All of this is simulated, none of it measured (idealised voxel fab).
process module | voxel capacitor over wiring
The width of the displayed cross-section, cut, is 270 nm; its cells are square, with a size of 5 nm.
Cross-section = grid of square cells, listed top down in bands; band = one or more rows.
Top height, bottom height, nm. Materials left to right, width each, nm. Single material + "all across" = fills band edge to edge. "air" = empty.
Beneath 0, the wafer as received is one material, and that level is where height counting begins. The lowest band goes on downward without a bottom; it is written like "top 0, no bottom".
Quick explanation for "30->40": the width changes in equal steps down the rows of cells, from the first number in the band's top row to the second number in its bottom row.
"same as before" means the step left every cell of the cross-section as it was.
Voids not open to the top, 8 cells minimum: see "Enclosed void listing". Written width x height at distance; distance is from the left edge; nm.
What comes after the settings on a step's line is commentary from the simulator itself on that step.
Regarding "overlay nm": on a step with a mask, it is the distance the mask lay to the right of its planned place; a negative value places it to the left.
-- This section lists the process steps that were planned
1. RECEIVE (material Si)
2. CONFORMAL_DEP (material SiO2; thk nm 10)
3. DIRECTIONAL_DEP (material TiN; thk nm 5)
4. DIRECTIONAL_DEP (material W; thk nm 15)
5. MASKED_ETCH (tone cover; mask id METAL_1; width nm 25; pitch nm 95; etch materials W; depth nm 15; overlay nm 0)
6. MASKED_ETCH (tone cover; mask id METAL_1; width nm 25; pitch nm 95; etch materials TiN; depth nm 5; overlay nm 0)
7. CONFORMAL_DEP (material SiCN; thk nm 5)
8. FILL_DEP (material lowk; thk nm 10)
9. CMP (height nm 30)
10. CONFORMAL_DEP (material SiCN; thk nm 5)
11. DIRECTIONAL_DEP (material SiO2; thk nm 10)
12. DIRECTIONAL_DEP (material aC; thk nm 15)
13. PATTERN (tone open; mask id PLUG_1; material resist; width nm 15; thk nm 30; overlay nm 0)
14. DIRECTIONAL_ETCH (etch materials aC; depth nm 15)
15. STRIP (etch materials resist)
16. DIRECTIONAL_ETCH (etch materials SiO2; depth nm 10)
17. DIRECTIONAL_ETCH (etch materials SiCN; depth nm 5)
18. STRIP (etch materials aC)
19. EPI (material Ru; thk nm 10)
20. EPI (material Ru; thk nm 5)
21. DIRECTIONAL_DEP (material TiN; thk nm 10)
22. DIRECTIONAL_DEP (material HfO2; thk nm 5)
23. DIRECTIONAL_DEP (material TiN; thk nm 5)
24. MASKED_ETCH (tone cover; mask id UPPER_PLATE; width nm 75; etch materials TiN; depth nm 5; overlay nm 0)
25. MASKED_ETCH (tone cover; mask id UPPER_PLATE; width nm 75; etch materials HfO2; depth nm 5; overlay nm 0)
26. DIRECTIONAL_DEP (material aC; thk nm 10)
27. PATTERN (tone cover; mask id LOWER_PLATE; material resist; width nm 85; thk nm 25; overlay nm 0)
28. DIRECTIONAL_ETCH (etch materials aC; depth nm 10)
29. STRIP (etch materials resist)
30. DIRECTIONAL_ETCH (etch materials TiN; depth nm 10)
31. STRIP (etch materials aC)
32. FILL_DEP (material SiO2; thk nm 20)
33. CMP (height nm 80)
34. PATTERN (tone open; mask id PLUG_2; material resist; width nm 15; thk nm 20; overlay nm 0)
35. DIRECTIONAL_ETCH (etch materials SiO2; depth nm 15)
36. STRIP (etch materials resist)
37. CONFORMAL_DEP (material TiN; thk nm 5)
38. FILL_DEP (material W; thk nm 10)
39. CMP (height nm 80)
40. CONFORMAL_DEP (material SiN; thk nm 5)
-- Run as planned: first of two wafers
-- Cross-section of the wafer as it came to us, i.e., already through step 1
top 0, no bottom = Si all across
Enclosed void listing: none
-- Once step 2 is through, the wafer looks like this in cross-section
top 10, bottom 0 = SiO2 all across
Unchanged below 0.
-- Once step 3 is through, the wafer looks like this in cross-section
top 15, bottom 10 = TiN all across
Unchanged below 10.
-- Once step 4 is through, the wafer looks like this in cross-section
top 30, bottom 15 = W all across
Unchanged below 15.
-- Once step 5 is through, the wafer looks like this in cross-section
top 30, bottom 15 = air 75 nm | W 25 nm | air 70 nm | W 25 nm | air 75 nm
Unchanged below 15.
-- Once step 6 is through, the wafer looks like this in cross-section
top 30, bottom 15 = air 75 nm | W 25 nm | air 70 nm | W 25 nm | air 75 nm
top 15, bottom 10 = air 75 nm | TiN 25 nm | air 70 nm | TiN 25 nm | air 75 nm
Unchanged below 10.
-- Once step 7 is through, the wafer looks like this in cross-section
top 35, bottom 30 = air 70 nm | SiCN 35 nm | air 60 nm | SiCN 35 nm | air 70 nm
top 30, bottom 15 = air 70 nm | SiCN 5 nm | W 25 nm | SiCN 5 nm | air 60 nm | SiCN 5 nm | W 25 nm | SiCN 5 nm | air 70 nm
top 15, bottom 10 = SiCN 75 nm | TiN 25 nm | SiCN 70 nm | TiN 25 nm | SiCN 75 nm
Unchanged below 10.
-- Once step 8 is through, the wafer looks like this in cross-section
top 45, bottom 35 = lowk all across
top 35, bottom 30 = lowk 70 nm | SiCN 35 nm | lowk 60 nm | SiCN 35 nm | lowk 70 nm
top 30, bottom 15 = lowk 70 nm | SiCN 5 nm | W 25 nm | SiCN 5 nm | lowk 60 nm | SiCN 5 nm | W 25 nm | SiCN 5 nm | lowk 70 nm
Unchanged below 15.
-- Once step 9 is through, the wafer looks like this in cross-section
top 30, bottom 15 = lowk 70 nm | SiCN 5 nm | W 25 nm | SiCN 5 nm | lowk 60 nm | SiCN 5 nm | W 25 nm | SiCN 5 nm | lowk 70 nm
Unchanged below 15.
-- Once step 10 is through, the wafer looks like this in cross-section
top 35, bottom 30 = SiCN all across
Unchanged below 30.
-- Once step 11 is through, the wafer looks like this in cross-section
top 45, bottom 35 = SiO2 all across
Unchanged below 35.
-- Once step 12 is through, the wafer looks like this in cross-section
top 60, bottom 45 = aC all across
Unchanged below 45.
-- Once step 13 is through, the wafer looks like this in cross-section
top 90, bottom 60 = resist 85 nm | air 15 nm | resist 170 nm
Unchanged below 60.
-- Once step 14 is through, the wafer looks like this in cross-section
top 75, bottom 60 = resist 85 nm | air 15 nm | resist 170 nm
top 60, bottom 45 = aC 85 nm | air 15 nm | aC 170 nm
Unchanged below 45.
-- Once step 15 is through, the wafer looks like this in cross-section
top 60, bottom 45 = aC 85 nm | air 15 nm | aC 170 nm
Unchanged below 45.
-- Once step 16 is through, the wafer looks like this in cross-section
top 60, bottom 45 = aC 85 nm | air 15 nm | aC 170 nm
top 45, bottom 35 = SiO2 85 nm | air 15 nm | SiO2 170 nm
Unchanged below 35.
-- Once step 17 is through, the wafer looks like this in cross-section
top 60, bottom 45 = aC 85 nm | air 15 nm | aC 170 nm
top 45, bottom 35 = SiO2 85 nm | air 15 nm | SiO2 170 nm
top 35, bottom 30 = SiCN 85 nm | air 15 nm | SiCN 170 nm
Unchanged below 30.
-- Once step 18 is through, the wafer looks like this in cross-section
top 45, bottom 35 = SiO2 85 nm | air 15 nm | SiO2 170 nm
Unchanged below 35.
-- Once step 19 is through, the wafer looks like this in cross-section
top 45, bottom 40 = SiO2 85 nm | air 15 nm | SiO2 170 nm
top 40, bottom 35 = SiO2 85 nm | Ru 15 nm | SiO2 170 nm
top 35, bottom 30 = SiCN 85 nm | Ru 15 nm | SiCN 170 nm
Unchanged below 30.
-- Once step 20 is through, the wafer looks like this in cross-section
top 45, bottom 35 = SiO2 85 nm | Ru 15 nm | SiO2 170 nm
Unchanged below 35.
-- Once step 21 is through, the wafer looks like this in cross-section
top 55, bottom 45 = TiN all across
Unchanged below 45.
-- Once step 22 is through, the wafer looks like this in cross-section
top 60, bottom 55 = HfO2 all across
Unchanged below 55.
-- Once step 23 is through, the wafer looks like this in cross-section
top 65, bottom 60 = TiN all across
Unchanged below 60.
-- Once step 24 is through, the wafer looks like this in cross-section
top 65, bottom 60 = air 85 nm | TiN 75 nm | air 110 nm
Unchanged below 60.
-- Once step 25 is through, the wafer looks like this in cross-section
top 65, bottom 60 = air 85 nm | TiN 75 nm | air 110 nm
top 60, bottom 55 = air 85 nm | HfO2 75 nm | air 110 nm
Unchanged below 55.
-- Once step 26 is through, the wafer looks like this in cross-section
top 75, bottom 65 = air 85 nm | aC 75 nm | air 110 nm
top 65, bottom 60 = aC 85 nm | TiN 75 nm | aC 110 nm
top 60, bottom 55 = aC 85 nm | HfO2 75 nm | aC 110 nm
Unchanged below 55.
-- Once step 27 is through, the wafer looks like this in cross-section
top 100, bottom 75 = air 80 nm | resist 85 nm | air 105 nm
top 75, bottom 65 = air 80 nm | resist 5 nm | aC 75 nm | resist 5 nm | air 105 nm
Unchanged below 65.
-- Once step 28 is through, the wafer looks like this in cross-section
top 90, bottom 75 = air 80 nm | resist 85 nm | air 105 nm
top 75, bottom 65 = air 80 nm | resist 5 nm | aC 75 nm | resist 5 nm | air 105 nm
top 65, bottom 60 = air 80 nm | aC 5 nm | TiN 75 nm | aC 5 nm | air 105 nm
top 60, bottom 55 = air 80 nm | aC 5 nm | HfO2 75 nm | aC 5 nm | air 105 nm
Unchanged below 55.
-- Once step 29 is through, the wafer looks like this in cross-section
top 75, bottom 65 = air 85 nm | aC 75 nm | air 110 nm
Unchanged below 65.
-- Once step 30 is through, the wafer looks like this in cross-section
top 75, bottom 65 = air 85 nm | aC 75 nm | air 110 nm
top 65, bottom 60 = air 80 nm | aC 5 nm | TiN 75 nm | aC 5 nm | air 105 nm
top 60, bottom 55 = air 80 nm | aC 5 nm | HfO2 75 nm | aC 5 nm | air 105 nm
top 55, bottom 45 = air 80 nm | TiN 85 nm | air 105 nm
Unchanged below 45.
-- Once step 31 is through, the wafer looks like this in cross-section
top 65, bottom 60 = air 85 nm | TiN 75 nm | air 110 nm
top 60, bottom 55 = air 85 nm | HfO2 75 nm | air 110 nm
Unchanged below 55.
-- Once step 32 is through, the wafer looks like this in cross-section
top 85, bottom 65 = SiO2 all across
top 65, bottom 60 = SiO2 85 nm | TiN 75 nm | SiO2 110 nm
top 60, bottom 55 = SiO2 85 nm | HfO2 75 nm | SiO2 110 nm
top 55, bottom 45 = SiO2 80 nm | TiN 85 nm | SiO2 105 nm
Unchanged below 45.
-- Once step 33 is through, the wafer looks like this in cross-section
top 80, bottom 65 = SiO2 all across
Unchanged below 65.
-- Once step 34 is through, the wafer looks like this in cross-section
top 100, bottom 80 = resist 95 nm | air 15 nm | resist 160 nm
Unchanged below 80.
-- Once step 35 is through, the wafer looks like this in cross-section
top 100, bottom 80 = resist 95 nm | air 15 nm | resist 160 nm
top 80, bottom 65 = SiO2 95 nm | air 15 nm | SiO2 160 nm
Unchanged below 65.
-- Once step 36 is through, the wafer looks like this in cross-section
top 80, bottom 65 = SiO2 95 nm | air 15 nm | SiO2 160 nm
Unchanged below 65.
-- Once step 37 is through, the wafer looks like this in cross-section
top 85, bottom 80 = TiN 100 nm | air 5 nm | TiN 165 nm
top 80, bottom 70 = SiO2 95 nm | TiN 5 nm | air 5 nm | TiN 5 nm | SiO2 160 nm
top 70, bottom 60 = SiO2 95->85 nm | TiN 15->75 nm | SiO2 160->110 nm
Unchanged below 60.
-- Once step 38 is through, the wafer looks like this in cross-section
top 95, bottom 85 = W all across
top 85, bottom 80 = TiN 100 nm | W 5 nm | TiN 165 nm
top 80, bottom 70 = SiO2 95 nm | TiN 5 nm | W 5 nm | TiN 5 nm | SiO2 160 nm
Unchanged below 70.
-- Once step 39 is through, the wafer looks like this in cross-section
top 80, bottom 70 = SiO2 95 nm | TiN 5 nm | W 5 nm | TiN 5 nm | SiO2 160 nm
Unchanged below 70.
-- Once step 40 is through, the wafer looks like this in cross-section
top 85, bottom 80 = SiN all across
Unchanged below 80.
-- Okay, second wafer. Nothing different at the start, nothing different in the plan, just one mistake somewhere in the running. As far as step 8, counting that step, it's the first wafer all over again
-- What the second wafer looks like in cross-section when step 9 should have wrapped up
top 25, bottom 15 = lowk 70 nm | SiCN 5 nm | W 25 nm | SiCN 5 nm | lowk 60 nm | SiCN 5 nm | W 25 nm | SiCN 5 nm | lowk 70 nm
Unchanged below 15.
-- What the second wafer looks like in cross-section when step 10 should have wrapped up
top 30, bottom 25 = SiCN all across
Unchanged below 25.
-- What the second wafer looks like in cross-section when step 11 should have wrapped up
top 40, bottom 30 = SiO2 all across
Unchanged below 30.
-- What the second wafer looks like in cross-section when step 12 should have wrapped up
top 55, bottom 40 = aC all across
Unchanged below 40.
-- What the second wafer looks like in cross-section when step 13 should have wrapped up
top 85, bottom 55 = resist 85 nm | air 15 nm | resist 170 nm
Unchanged below 55.
-- What the second wafer looks like in cross-section when step 14 should have wrapped up
top 70, bottom 55 = resist 85 nm | air 15 nm | resist 170 nm
top 55, bottom 40 = aC 85 nm | air 15 nm | aC 170 nm
Unchanged below 40.
-- What the second wafer looks like in cross-section when step 15 should have wrapped up
top 55, bottom 40 = aC 85 nm | air 15 nm | aC 170 nm
Unchanged below 40.
-- What the second wafer looks like in cross-section when step 16 should have wrapped up
top 55, bottom 40 = aC 85 nm | air 15 nm | aC 170 nm
top 40, bottom 30 = SiO2 85 nm | air 15 nm | SiO2 170 nm
Unchanged below 30.
-- What the second wafer looks like in cross-section when step 17 should have wrapped up
top 55, bottom 40 = aC 85 nm | air 15 nm | aC 170 nm
top 40, bottom 30 = SiO2 85 nm | air 15 nm | SiO2 170 nm
top 30, bottom 25 = SiCN 85 nm | air 15 nm | SiCN 170 nm
Unchanged below 25.
-- What the second wafer looks like in cross-section when step 18 should have wrapped up
top 40, bottom 30 = SiO2 85 nm | air 15 nm | SiO2 170 nm
Unchanged below 30.
-- What the second wafer looks like in cross-section when step 19 should have wrapped up
top 40, bottom 35 = SiO2 85 nm | air 15 nm | SiO2 170 nm
top 35, bottom 30 = SiO2 85 nm | Ru 15 nm | SiO2 170 nm
top 30, bottom 25 = SiCN 85 nm | Ru 15 nm | SiCN 170 nm
Unchanged below 25.
-- What the second wafer looks like in cross-section when step 20 should have wrapped up
top 40, bottom 30 = SiO2 85 nm | Ru 15 nm | SiO2 170 nm
Unchanged below 30.
-- What the second wafer looks like in cross-section when step 21 should have wrapped up
top 50, bottom 40 = TiN all across
Unchanged below 40.
-- What the second wafer looks like in cross-section when step 22 should have wrapped up
top 55, bottom 50 = HfO2 all across
Unchanged below 50.
-- What the second wafer looks like in cross-section when step 23 should have wrapped up
top 60, bottom 55 = TiN all across
Unchanged below 55.
-- What the second wafer looks like in cross-section when step 24 should have wrapped up
top 60, bottom 55 = air 85 nm | TiN 75 nm | air 110 nm
Unchanged below 55.
-- What the second wafer looks like in cross-section when step 25 should have wrapped up
top 60, bottom 55 = air 85 nm | TiN 75 nm | air 110 nm
top 55, bottom 50 = air 85 nm | HfO2 75 nm | air 110 nm
Unchanged below 50.
-- What the second wafer looks like in cross-section when step 26 should have wrapped up
top 70, bottom 60 = air 85 nm | aC 75 nm | air 110 nm
top 60, bottom 55 = aC 85 nm | TiN 75 nm | aC 110 nm
top 55, bottom 50 = aC 85 nm | HfO2 75 nm | aC 110 nm
Unchanged below 50.
-- What the second wafer looks like in cross-section when step 27 should have wrapped up
top 95, bottom 70 = air 80 nm | resist 85 nm | air 105 nm
top 70, bottom 60 = air 80 nm | resist 5 nm | aC 75 nm | resist 5 nm | air 105 nm
Unchanged below 60.
-- What the second wafer looks like in cross-section when step 28 should have wrapped up
top 85, bottom 70 = air 80 nm | resist 85 nm | air 105 nm
top 70, bottom 60 = air 80 nm | resist 5 nm | aC 75 nm | resist 5 nm | air 105 nm
top 60, bottom 55 = air 80 nm | aC 5 nm | TiN 75 nm | aC 5 nm | air 105 nm
top 55, bottom 50 = air 80 nm | aC 5 nm | HfO2 75 nm | aC 5 nm | air 105 nm
Unchanged below 50.
-- What the second wafer looks like in cross-section when step 29 should have wrapped up
top 70, bottom 60 = air 85 nm | aC 75 nm | air 110 nm
Unchanged below 60.
-- What the second wafer looks like in cross-section when step 30 should have wrapped up
top 70, bottom 60 = air 85 nm | aC 75 nm | air 110 nm
top 60, bottom 55 = air 80 nm | aC 5 nm | TiN 75 nm | aC 5 nm | air 105 nm
top 55, bottom 50 = air 80 nm | aC 5 nm | HfO2 75 nm | aC 5 nm | air 105 nm
top 50, bottom 40 = air 80 nm | TiN 85 nm | air 105 nm
Unchanged below 40.
-- What the second wafer looks like in cross-section when step 31 should have wrapped up
top 60, bottom 55 = air 85 nm | TiN 75 nm | air 110 nm
top 55, bottom 50 = air 85 nm | HfO2 75 nm | air 110 nm
Unchanged below 50.
-- What the second wafer looks like in cross-section when step 32 should have wrapped up
top 80, bottom 60 = SiO2 all across
top 60, bottom 55 = SiO2 85 nm | TiN 75 nm | SiO2 110 nm
top 55, bottom 50 = SiO2 85 nm | HfO2 75 nm | SiO2 110 nm
top 50, bottom 40 = SiO2 80 nm | TiN 85 nm | SiO2 105 nm
Unchanged below 40.
What the second wafer looks like in cross-section when step 33 should have wrapped up: same as before
-- What the second wafer looks like in cross-section when step 34 should have wrapped up
top 100, bottom 80 = resist 95 nm | air 15 nm | resist 160 nm
Unchanged below 80.
-- What the second wafer looks like in cross-section when step 35 should have wrapped up
top 100, bottom 80 = resist 95 nm | air 15 nm | resist 160 nm
top 80, bottom 65 = SiO2 95 nm | air 15 nm | SiO2 160 nm
Unchanged below 65.
-- What the second wafer looks like in cross-section when step 36 should have wrapped up
top 80, bottom 65 = SiO2 95 nm | air 15 nm | SiO2 160 nm
Unchanged below 65.
-- What the second wafer looks like in cross-section when step 37 should have wrapped up
top 85, bottom 80 = TiN 100 nm | air 5 nm | TiN 165 nm
top 80, bottom 70 = SiO2 95 nm | TiN 5 nm | air 5 nm | TiN 5 nm | SiO2 160 nm
top 70, bottom 65 = SiO2 95 nm | TiN 15 nm | SiO2 160 nm
Unchanged below 65.
-- What the second wafer looks like in cross-section when step 38 should have wrapped up
top 95, bottom 85 = W all across
top 85, bottom 80 = TiN 100 nm | W 5 nm | TiN 165 nm
top 80, bottom 70 = SiO2 95 nm | TiN 5 nm | W 5 nm | TiN 5 nm | SiO2 160 nm
Unchanged below 70.
-- What the second wafer looks like in cross-section when step 39 should have wrapped up
top 80, bottom 70 = SiO2 95 nm | TiN 5 nm | W 5 nm | TiN 5 nm | SiO2 160 nm
Unchanged below 70.
-- What the second wafer looks like in cross-section when step 40 should have wrapped up
top 85, bottom 80 = SiN all across
Unchanged below 80.
Where did the run depart from the plan? the process deviated at step 9: the operation and settings actually run there were CMP (height nm 25)
It is noted that, at the conclusion of processing, the second wafer exhibits a higher or lower cell count for certain materials relative to the first: -4 SiCN; +54 SiO2; -10 W; -40 lowk
